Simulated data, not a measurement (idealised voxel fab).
You're looking at the process module voxel local oxidation.
Section cut is 275 nm wide and gridded with 5 nm square cells.
Bands, listed from the top down, are how a cross-section gets written in this document; the cross-section itself is a grid of square cells, and a band is one or more rows of them. Quick guide to a band line: top height, bottom height (nm) up front; then every material left to right with its width in nm. Only one material and it's marked "edge to edge"? Then it fills the band edge to edge. And "blank" just means empty space. Height reference: 0 = level under which incoming wafer is all one material. Lowest band: no bottom, runs on downward, e.g. "0..down". A two-number width, for instance "30 to 40", indicates that the width is equal to the first number in the top row of the band and to the second number in the bottom row, and that it changes by a constant amount per row of cells. "nothing got changed" (step): cross-section cells unchanged, all of them. The entry "Closed internal voids" lists the empty spaces that cover at least 8 cells and have no open path to the top. Each is written as width x height at distance, where the distance is measured from the left edge and all three values are in nm. That trailing text on a step's line, after the settings, is the simulator's own remark on the step. overlay nm: how far to the right of its planned place the mask lay on this masked step (negative: to the left).
Process steps - plan
1 RECEIVE with material Si
2 CONFORMAL_DEP with material SiO2, thk nm 5
3 CONFORMAL_DEP with material SiN, thk nm 15
4 PATTERN with tone cover, mask id ACTIVE, material resist, width nm 95, pitch nm 130, thk nm 20, overlay nm 0
5 DIRECTIONAL_ETCH with etch materials SiN, depth nm 15
6 STRIP with etch materials resist
7 SELECTIVE_ETCH with etch materials SiO2, depth nm 5
8 OXIDIZE with depth nm 15
9 STRIP with etch materials SiN
Shown in cross-section is the wafer as received, that is, as it stands after step 1
    0..down: Si edge to edge
    Closed internal voids: none
Cross-section taken at module completion on the first of two wafers; processed per the plan
    5..0: 30 of blank; 85 of SiO2; 45 of blank; 85 of SiO2; 30 of blank
    0..-15: 45 of SiO2; 55 of Si; 75 of SiO2; 55 of Si; 45 of SiO2
    -15..down: Si edge to edge
    Closed internal voids: none
Now the second wafer, cross-sectioned at the end of the module. Nothing different at the start, nothing different in the plan compared with the first, just one mistake when it was actually run
    20..5: 25 of blank; 95 of SiN; 35 of blank; 95 of SiN; 25 of blank
    5..0: 30 of blank; 85 of SiO2; 45 of blank; 85 of SiO2; 30 of blank
    0..-15: 45 of SiO2; 55 of Si; 75 of SiO2; 55 of Si; 45 of SiO2
    -15..down: Si edge to edge
    Closed internal voids: none
In executing the process, a mistake was made relative to the plan: skipped: plan step 9 (never run)
Wafer comparison, final, in cells, second relative to first, materials more or fewer: 114 more of SiN
